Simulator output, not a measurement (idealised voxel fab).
process module | voxel wiring stack
cross-section cut | 280 nm wide | cells 5 nm
A cross-section is a grid of square cells, given in bands from the top down. A band is one or more rows of cells.
Each band's line starts with the height of the band's top and of its bottom, in nm. Then come its materials from left to right, each with its width in nm. One material with "throughout" fills the band from edge to edge. "air" is empty space.
Height 0 is the level under which the wafer as received is all one material. The lowest band goes on downwards, as in "0 down".
A width such as "30 to 40" changes by the same amount from each row of cells to the next, from the band's top row to its bottom row.
"no change" after a step means that no cell of the cross-section changed.
closed voids: empty space of 8 cells or more with no open way to the top, each as width x height at its distance from the left edge, in nm
after a step's settings: what the simulator itself notes on the step
overlay nm, on a step with a mask: how far to the right of its planned place the mask lay; to the left if negative
plan
1 op RECEIVE | material Si
2 op CONFORMAL_DEP | material SiO2 | thk nm 15
3 op DIRECTIONAL_DEP | material TiN | thk nm 5
4 op DIRECTIONAL_DEP | material Ru | thk nm 25
5 op MASKED_ETCH | tone cover | mask id METAL_1 | width nm 20 | pitch nm 50 | etch materials Ru | depth nm 25 | overlay nm 0
6 op MASKED_ETCH | tone cover | mask id METAL_1 | width nm 20 | pitch nm 50 | etch materials TiN | depth nm 5 | overlay nm 0
7 op CONFORMAL_DEP | material SiCN | thk nm 5
8 op FILL_DEP | material SiO2 | thk nm 5
9 op CMP | height nm 45
10 op CONFORMAL_DEP | material SiCN | thk nm 5
11 op DIRECTIONAL_DEP | material lowk | thk nm 20
12 op PATTERN | tone open | mask id PLUG_1 | material resist | width nm 15 | pitch nm 100 | thk nm 15 | overlay nm 0
13 op DIRECTIONAL_ETCH | etch materials lowk | depth nm 20
14 op DIRECTIONAL_ETCH | etch materials SiCN | depth nm 5
15 op STRIP | etch materials resist
16 op CONFORMAL_DEP | material TiN | thk nm 5
17 op FILL_DEP | material W | thk nm 5
18 op CMP | height nm 70
19 op DIRECTIONAL_DEP | material TiN | thk nm 5
20 op DIRECTIONAL_DEP | material Ru | thk nm 20
21 op DIRECTIONAL_DEP | material aC | thk nm 10
22 op PATTERN | tone cover | mask id METAL_2 | material resist | width nm 20 | pitch nm 50 | thk nm 30 | overlay nm 0
23 op DIRECTIONAL_ETCH | etch materials aC | depth nm 10
24 op STRIP | etch materials resist
25 op DIRECTIONAL_ETCH | etch materials Ru | depth nm 20
26 op DIRECTIONAL_ETCH | etch materials TiN | depth nm 5
27 op STRIP | etch materials aC
28 op CONFORMAL_DEP | material SiN | thk nm 5
29 op FILL_DEP | material lowk | thk nm 5
30 op CMP | height nm 95
31 op CONFORMAL_DEP | material SiCN | thk nm 5
32 op DIRECTIONAL_DEP | material lowk | thk nm 25
33 op MASKED_ETCH | tone open | mask id METAL_3_HOLES | width nm 15 | pitch nm 100 | etch materials lowk | depth nm 25 | overlay nm 0
34 op PATTERN | tone open | mask id METAL_3 | material resist | width nm 20 | pitch nm 50 | thk nm 20 | overlay nm 0
35 op DIRECTIONAL_ETCH | etch materials lowk | depth nm 15
36 op DIRECTIONAL_ETCH | etch materials SiCN | depth nm 5
37 op STRIP | etch materials resist
38 op CONFORMAL_DEP | material TiN | thk nm 5
39 op FILL_DEP | material Cu | thk nm 5
40 op CMP | height nm 125
41 op CONFORMAL_DEP | material SiN | thk nm 5
as received, after step 1
  0 down: Si throughout
  closed voids: none
first wafer at the end, as planned
  130 to 125: SiN throughout
  125 to 115: lowk 80 | TiN 5 | Cu 10 | TiN 5 | lowk 30 | TiN 5 | Cu 10 | TiN 5 | lowk 30 | TiN 5 | Cu 10 | TiN 5 | lowk 80
  115 to 110: lowk 80 | TiN 5 | Cu 5 | TiN 10 | lowk 30 | TiN 20 | lowk 30 | TiN 5 | Cu 5 | TiN 10 | lowk 80
  110 to 100: lowk 80 | TiN 5 | Cu 5 | TiN 5 | lowk 85 | TiN 5 | Cu 5 | TiN 5 | lowk 85
  100 to 95: SiCN 80 | TiN 15 | SiCN 85 | TiN 15 | SiCN 85
  95 to 75: lowk 75 | SiN 5 | Ru 20 | SiN 5 | lowk 20 | SiN 5 | Ru 20 | SiN 5 | lowk 20 | SiN 5 | Ru 20 | SiN 5 | lowk 75
  75 to 70: SiN 80 | TiN 20 | SiN 30 | TiN 20 | SiN 30 | TiN 20 | SiN 80
  70 to 50: lowk 80 | TiN 5 | W 5 | TiN 5 | lowk 85 | TiN 5 | W 5 | TiN 5 | lowk 85
  50 to 45: SiCN 80 | TiN 15 | SiCN 85 | TiN 15 | SiCN 85
  45 to 20: SiO2 75 | SiCN 5 | Ru 20 | SiCN 5 | SiO2 20 | SiCN 5 | Ru 20 | SiCN 5 | SiO2 20 | SiCN 5 | Ru 20 | SiCN 5 | SiO2 75
  20 to 15: SiCN 80 | TiN 20 | SiCN 30 | TiN 20 | SiCN 30 | TiN 20 | SiCN 80
  15 to 0: SiO2 throughout
  0 down: Si throughout
  closed voids: none
second wafer at the end: like start, like plan, one mistake
  130 to 125: SiN throughout
  125 to 115: lowk 80 | TiN 5 | Cu 10 | TiN 5 | lowk 30 | TiN 5 | Cu 10 | TiN 5 | lowk 30 | TiN 5 | Cu 10 | TiN 5 | lowk 80
  115 to 110: lowk 80 | TiN 5 | Cu 5 | TiN 10 | lowk 30 | TiN 20 | lowk 30 | TiN 5 | Cu 5 | TiN 10 | lowk 80
  110 to 100: lowk 80 | TiN 5 | Cu 5 | TiN 5 | lowk 85 | TiN 5 | Cu 5 | TiN 5 | lowk 85
  100 to 95: SiCN 80 | TiN 15 | SiCN 85 | TiN 15 | SiCN 85
  95 to 75: lowk 75 | SiN 5 | Ru 20 | SiN 5 | lowk 20 | SiN 5 | Ru 20 | SiN 5 | lowk 20 | SiN 5 | Ru 20 | SiN 5 | lowk 75
  75 to 70: SiN 80 | TiN 20 | SiN 30 | TiN 20 | SiN 30 | TiN 20 | SiN 80
  70 to 50: lowk 80 | TiN 5 | W 5 | TiN 5 | lowk 85 | TiN 5 | W 5 | TiN 5 | lowk 85
  50 to 45: SiCN 80 | TiN 15 | SiCN 85 | TiN 15 | SiCN 85
  45 to 35: SiO2 75 | SiCN 5 | Ru 20 | SiCN 5 | SiO2 20 | SiCN 5 | Ru 20 | SiCN 5 | SiO2 20 | SiCN 5 | Ru 20 | SiCN 5 | SiO2 75
  35 to 30: SiCN 80 | TiN 20 | SiCN 30 | TiN 20 | SiCN 30 | TiN 20 | SiCN 80
  30 to 0: SiO2 throughout
  0 down: Si throughout
  closed voids: none
what went wrong: step 2 was run twice
at the end the second wafer has, in cells: 36 fewer of Ru | 18 fewer of SiCN | 54 more of SiO2
